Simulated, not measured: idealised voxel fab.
process module | voxel tone inversion
Displayed cross-section: cut, width of 215 nm, square cells sized 5 nm.
In this document a cross-section is written as a grid of square cells. It is given as a series of bands, listed from the top down, and a band is one or more rows of cells.
First you get the band's top height and its bottom height, in nm, and then the materials it's made of, left to right, with each width in nm. If you see a single material with "edge to edge", that one covers the band edge to edge. "air" is empty space.
Height 0 is the level under which the wafer as received is all one material. The lowest band goes on downwards, as in "z 0 and below".
Per-row width for "30->40": begins at first number (top row of band), ends at second number (bottom row), increment between rows held constant.
It should be understood that the words "remains unaltered", when stated for a given step, signify that the cross-section underwent no change in any of its cells during that step.
Look at "Enclosed void catalog" for the closed voids: empty spaces with no open path to the top, sized 8 cells or up. Each is width x height at distance, distance from the left edge, all nm.
Read whatever lies past the settings on a step's line as the simulator's own remark about the step.
"overlay nm" answers the question of how far to the right of plan the mask lay on a step that has a mask, and when it is negative the answer is to the left.

[Planned process steps]
1 RECEIVE: material Si
2 CONFORMAL_DEP: material SiCN, thk nm 5
3 DIRECTIONAL_DEP: material polySi, thk nm 25
4 PATTERN: tone cover, mask id POSTS, material resist, width nm 20, pitch nm 45, thk nm 35, overlay nm 0
5 DIRECTIONAL_ETCH: etch materials polySi, depth nm 25
6 STRIP: etch materials resist
7 FILL_DEP: material SiO2, thk nm 10
8 CMP: height nm 30
9 STRIP: etch materials polySi

[Cross-section of the wafer upon arrival, representing the state reached after step 1]
> z 0 and below | Si edge to edge
> Enclosed void catalog: none

[The plan above was carried out on the starting structure above with one mistake, and this cross-section shows the wafer at the end of the module]
> z 30 to 5 | 70 of SiO2 / 20 of air / 25 of SiO2 / 20 of air / 80 of SiO2
> z 5 to 0 | SiCN edge to edge
> z 0 and below | Si edge to edge
> Enclosed void catalog: none
Want to know what went wrong? step 4 ran with different settings than intended, the actual operation and settings being PATTERN: tone cover, mask id POSTS, material resist, width nm 20, pitch nm 45, thk nm 35, overlay nm -5
